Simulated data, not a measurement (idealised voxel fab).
process module | voxel self aligned contacts
cross-section cut | 205 nm wide | cells 5 nm
A cross-section is a grid of square cells, given in bands from the top down. A band is one or more rows of cells.
Each band's line starts with the height of the band's top and of its bottom, in nm. Then come its materials from left to right, each with its width in nm. One material with "throughout" fills the band from edge to edge. "air" is empty space.
Height 0 is the level under which the wafer as received is all one material. The lowest band goes on downwards, as in "0 down".
A width such as "30 to 40" changes by the same amount from each row of cells to the next, from the band's top row to its bottom row.
"no change" after a step means that no cell of the cross-section changed.
closed voids: empty space of 8 cells or more with no open way to the top, each as width x height at its distance from the left edge, in nm
after a step's settings: what the simulator itself notes on the step
overlay nm, on a step with a mask: how far to the right of its planned place the mask lay; to the left if negative
plan
1 op RECEIVE | material Si
2 op CONFORMAL_DEP | material SiO2 | thk nm 5
3 op DIRECTIONAL_DEP | material polySi | thk nm 25
4 op DIRECTIONAL_DEP | material SiN | thk nm 20
5 op MASKED_ETCH | tone cover | mask id GATE | width nm 25 | pitch nm 60 | etch materials SiN | depth nm 20 | overlay nm 0
6 op MASKED_ETCH | tone cover | mask id GATE | width nm 25 | pitch nm 60 | etch materials polySi | depth nm 25 | overlay nm 0
7 op CONFORMAL_DEP | material SiN | thk nm 10
8 op DIRECTIONAL_ETCH | etch materials SiN | depth nm 10
9 op FILL_DEP | material SiO2 | thk nm 10
10 op CMP | height nm 55
11 op DIRECTIONAL_DEP | material aC | thk nm 10
12 op PATTERN | tone open | mask id CONTACT | material resist | width nm 45 | pitch nm 60 | thk nm 30 | overlay nm 0
13 op DIRECTIONAL_ETCH | etch materials aC | depth nm 10
14 op STRIP | etch materials resist
15 op DIRECTIONAL_ETCH | etch materials SiO2 | depth nm 55
16 op STRIP | etch materials aC
17 op CONFORMAL_DEP | material TiN | thk nm 5
18 op FILL_DEP | material Ru | thk nm 5
19 op CMP | height nm 55
20 op CONFORMAL_DEP | material SiN | thk nm 5
as received, after step 1
  0 down: Si throughout
  closed voids: none
a wafer at the end: this start, this plan, one mistake
  60 to 55: SiN throughout
  55 to 50: Ru throughout
  50 to 45: TiN 70 | Ru 5 | TiN 55 | Ru 5 | TiN 70
  45 to 30: SiO2 20 | SiN 45 | TiN 5 | Ru 5 | TiN 5 | SiN 45 | TiN 5 | Ru 5 | TiN 5 | SiN 45 | SiO2 20
  30 to 5: SiO2 20 | SiN 10 | polySi 25 | SiN 10 | TiN 5 | Ru 5 | TiN 5 | SiN 10 | polySi 25 | SiN 10 | TiN 5 | Ru 5 | TiN 5 | SiN 10 | polySi 25 | SiN 10 | SiO2 20
  5 to 0: SiO2 65 | TiN 15 | SiO2 45 | TiN 15 | SiO2 65
  0 down: Si throughout
  closed voids: none
what went wrong: step 10 ran as: op CMP | height nm 45
